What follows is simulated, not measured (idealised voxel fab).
Module name: voxel double patterning (process module)
Square cell edge 5 nm, section width 160 nm, ID cut.
Throughout this document, each cross-section is represented as a grid of square cells and is presented as a sequence of bands enumerated from the top downward, where a band comprises one or more rows of cells.
Band: top and bottom heights (nm) first, top before bottom; then materials from left to right, widths in nm. "everywhere" marks a sole material filling the band edge to edge. "blank" denotes empty space.
Heights are reckoned from 0. Under this level, the received wafer is all of one material. The bottommost band is open-ended downward, for example "0 -> down".
So if you see something like "30 to 40" for the width, read it as the top row of the band sitting at the first number and the bottom row at the second, with every row in between moving by the same amount as the last.
The designation "changes: none", where it is given for a processing step, indicates that no cell of the cross-section was altered in the course of that step.
Listed in "Fully sealed voids": every empty space of 8 or more cells without an open way to the top. Form: width x height at distance, the distance being from the left edge, all in nm.
If you see something after the settings on a step's line, that's the simulator's own remark about that step.
overlay nm: right-of-plan distance of the mask on a masked step; negative values mean left-of-plan.

-- The following list gives the planned process steps
1) RECEIVE [material Si]
2) CONFORMAL_DEP [material SiO2] [thk nm 10]
3) DIRECTIONAL_DEP [material W] [thk nm 10]
4) DIRECTIONAL_DEP [material SiCN] [thk nm 5]
5) DIRECTIONAL_DEP [material aC] [thk nm 15]
6) PATTERN [tone open] [mask id FIRST] [material resist] [width nm 15] [pitch nm 50] [thk nm 30] [overlay nm 0]
7) DIRECTIONAL_ETCH [etch materials aC] [depth nm 15]
8) STRIP [etch materials resist]
9) DIRECTIONAL_ETCH [etch materials SiCN] [depth nm 5]
10) STRIP [etch materials aC]
11) DIRECTIONAL_DEP [material aC] [thk nm 10]
12) PATTERN [tone open] [mask id SECOND] [material resist] [width nm 15] [pitch nm 50] [thk nm 30] [overlay nm 0]
13) DIRECTIONAL_ETCH [etch materials aC] [depth nm 10]
14) STRIP [etch materials resist]
15) DIRECTIONAL_ETCH [etch materials SiCN] [depth nm 5]
16) STRIP [etch materials aC]
17) DIRECTIONAL_ETCH [etch materials W] [depth nm 10]
18) STRIP [etch materials SiCN]
The value of width nm given for step 12 in the plan refers to the first wafer; the wafers vary in this setting and are alike at the start.

-- Cross-section of the first of several received wafers, showing its state after step 1
	0 -> down  Si everywhere
	Fully sealed voids: none

-- Each row below is a wafer at the end of the module, listing for every material the number of cells it has gained (+) or lost (-) since it was received, followed by its closed voids
width nm 15; +64 SiO2; +34 W; Fully sealed voids: none
width nm 20; +64 SiO2; +30 W; Fully sealed voids: none
width nm 25; +64 SiO2; +26 W; Fully sealed voids: none
width nm 30; +64 SiO2; +22 W; Fully sealed voids: none
